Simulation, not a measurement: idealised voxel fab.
process module | voxel self aligned contacts
cross-section cut | 240 nm wide | cells 5 nm
A cross-section is a grid of square cells, given in bands from the top down. A band is one or more rows of cells.
Each band's line starts with the height of the band's top and of its bottom, in nm. Then come its materials from left to right, each with its width in nm. One material with "throughout" fills the band from edge to edge. "air" is empty space.
Height 0 is the level under which the wafer as received is all one material. The lowest band goes on downwards, as in "0 down".
A width such as "30 to 40" changes by the same amount from each row of cells to the next, from the band's top row to its bottom row.
"no change" after a step means that no cell of the cross-section changed.
closed voids: empty space of 8 cells or more with no open way to the top, each as width x height at its distance from the left edge, in nm
after a step's settings: what the simulator itself notes on the step
overlay nm, on a step with a mask: how far to the right of its planned place the mask lay; to the left if negative
Each pair below shows a cross-section before one step and the cross-section after it, down to the lowest band that changed. The line under each pair gives the step between them, with its settings. The pairs can come from different runs of this module on the same starting wafer, so a pair continues from the pair above only where its "before" says so.
before
  45 to 40: polySi throughout
  40 to 20: polySi 15 | SiN 55 | polySi 20 | SiN 55 | polySi 20 | SiN 55 | polySi 20
  20 to 0: polySi 15 | SiN 10 | polySi 35 | SiN 10 | polySi 20 | SiN 10 | polySi 35 | SiN 10 | polySi 20 | SiN 10 | polySi 35 | SiN 10 | polySi 20
  0 to -5: SiO2 throughout
  -5 down: Si throughout
  closed voids: none
after
  50 to 45: TiN throughout
  below 45: unchanged
  closed voids: none
the step between: op CONFORMAL_DEP | material TiN | thk nm 5
before: the cross-section after the pair above
after
  55 to 50: W throughout
  below 50: unchanged
  closed voids: none
the step between: op FILL_DEP | material W | thk nm 5
before: the cross-section after the pair above
after
  45 to 40: polySi throughout
  below 40: unchanged
  closed voids: none
the step between: op CMP | height nm 45
before: the cross-section after the pair above
after
  50 to 45: SiN throughout
  below 45: unchanged
  closed voids: none
the step between: op CONFORMAL_DEP | material SiN | thk nm 5
before
  40 to 20: SiN throughout
  20 to 0: polySi throughout
  0 to -5: SiO2 throughout
  -5 down: Si throughout
  closed voids: none
after
  60 to 40: resist 25 | air 35 | resist 40 | air 35 | resist 40 | air 35 | resist 30
  below 40: unchanged
  closed voids: none
the step between: op PATTERN | tone open | mask id GATE | material resist | width nm 35 | pitch nm 75 | thk nm 20 | overlay nm 0
before: the cross-section after the pair above
after
  60 to 40: resist 25 | air 35 | resist 40 | air 35 | resist 40 | air 35 | resist 30
  40 to 20: SiN 25 | air 35 | SiN 40 | air 35 | SiN 40 | air 35 | SiN 30
  below 20: unchanged
  closed voids: none
the step between: op DIRECTIONAL_ETCH | etch materials SiN | depth nm 20
before: the cross-section after the pair above
after
  60 to 40: resist 25 | air 35 | resist 40 | air 35 | resist 40 | air 35 | resist 30
  40 to 20: SiN 25 | air 35 | SiN 40 | air 35 | SiN 40 | air 35 | SiN 30
  20 to 0: polySi 25 | air 35 | polySi 40 | air 35 | polySi 40 | air 35 | polySi 30
  below 0: unchanged
  closed voids: none
the step between: op DIRECTIONAL_ETCH | etch materials polySi | depth nm 20
before: the cross-section after the pair above
after
  40 to 20: SiN 25 | air 35 | SiN 40 | air 35 | SiN 40 | air 35 | SiN 30
  below 20: unchanged
  closed voids: none
the step between: op STRIP | etch materials resist
before: the cross-section after the pair above
after
  50 to 20: SiN 35 | air 15 | SiN 60 | air 15 | SiN 60 | air 15 | SiN 40
  20 to 10: polySi 25 | SiN 10 | air 15 | SiN 10 | polySi 40 | SiN 10 | air 15 | SiN 10 | polySi 40 | SiN 10 | air 15 | SiN 10 | polySi 30
  10 to 0: polySi 25 | SiN 35 | polySi 40 | SiN 35 | polySi 40 | SiN 35 | polySi 30
  below 0: unchanged
  closed voids: none
the step between: op CONFORMAL_DEP | material SiN | thk nm 10
before: the cross-section after the pair above
after
  40 to 20: SiN 35 | air 15 | SiN 60 | air 15 | SiN 60 | air 15 | SiN 40
  20 to 0: polySi 25 | SiN 10 | air 15 | SiN 10 | polySi 40 | SiN 10 | air 15 | SiN 10 | polySi 40 | SiN 10 | air 15 | SiN 10 | polySi 30
  below 0: unchanged
  closed voids: none
the step between: op DIRECTIONAL_ETCH | etch materials SiN | depth nm 10
before: the cross-section after the pair above
after
  55 to 40: SiO2 throughout
  40 to 20: SiN 35 | SiO2 15 | SiN 60 | SiO2 15 | SiN 60 | SiO2 15 | SiN 40
  20 to 0: polySi 25 | SiN 10 | SiO2 15 | SiN 10 | polySi 40 | SiN 10 | SiO2 15 | SiN 10 | polySi 40 | SiN 10 | SiO2 15 | SiN 10 | polySi 30
  below 0: unchanged
  closed voids: none
the step between: op FILL_DEP | material SiO2 | thk nm 15
before: the cross-section after the pair above
after
  45 to 40: SiO2 throughout
  below 40: unchanged
  closed voids: none
the step between: op CMP | height nm 45
before: the cross-section after the pair above
after
  45 to 40: SiO2 55 | air 50 | SiO2 25 | air 50 | SiO2 60
  below 40: unchanged
  closed voids: none
the step between: op MASKED_ETCH | tone open | mask id CONTACT | width nm 50 | pitch nm 75 | etch materials SiO2 | depth nm 50 | overlay nm 0
before: the cross-section after the pair above
after
  50 to 45: TiN 60 | air 40 | TiN 35 | air 40 | TiN 65
  45 to 40: SiO2 55 | TiN 50 | SiO2 25 | TiN 50 | SiO2 60
  below 40: unchanged
  closed voids: none
the step between: op CONFORMAL_DEP | material TiN | thk nm 5
before: the cross-section after the pair above
after
  55 to 50: W throughout
  50 to 45: TiN 60 | W 40 | TiN 35 | W 40 | TiN 65
  below 45: unchanged
  closed voids: none
the step between: op FILL_DEP | material W | thk nm 5
before: the cross-section after the pair above
after
  45 to 40: SiO2 55 | TiN 50 | SiO2 25 | TiN 50 | SiO2 60
  below 40: unchanged
  closed voids: none
the step between: op CMP | height nm 45
before: the cross-section after the pair above
after
  50 to 45: SiN throughout
  below 45: unchanged
  closed voids: none
the step between: op CONFORMAL_DEP | material SiN | thk nm 5
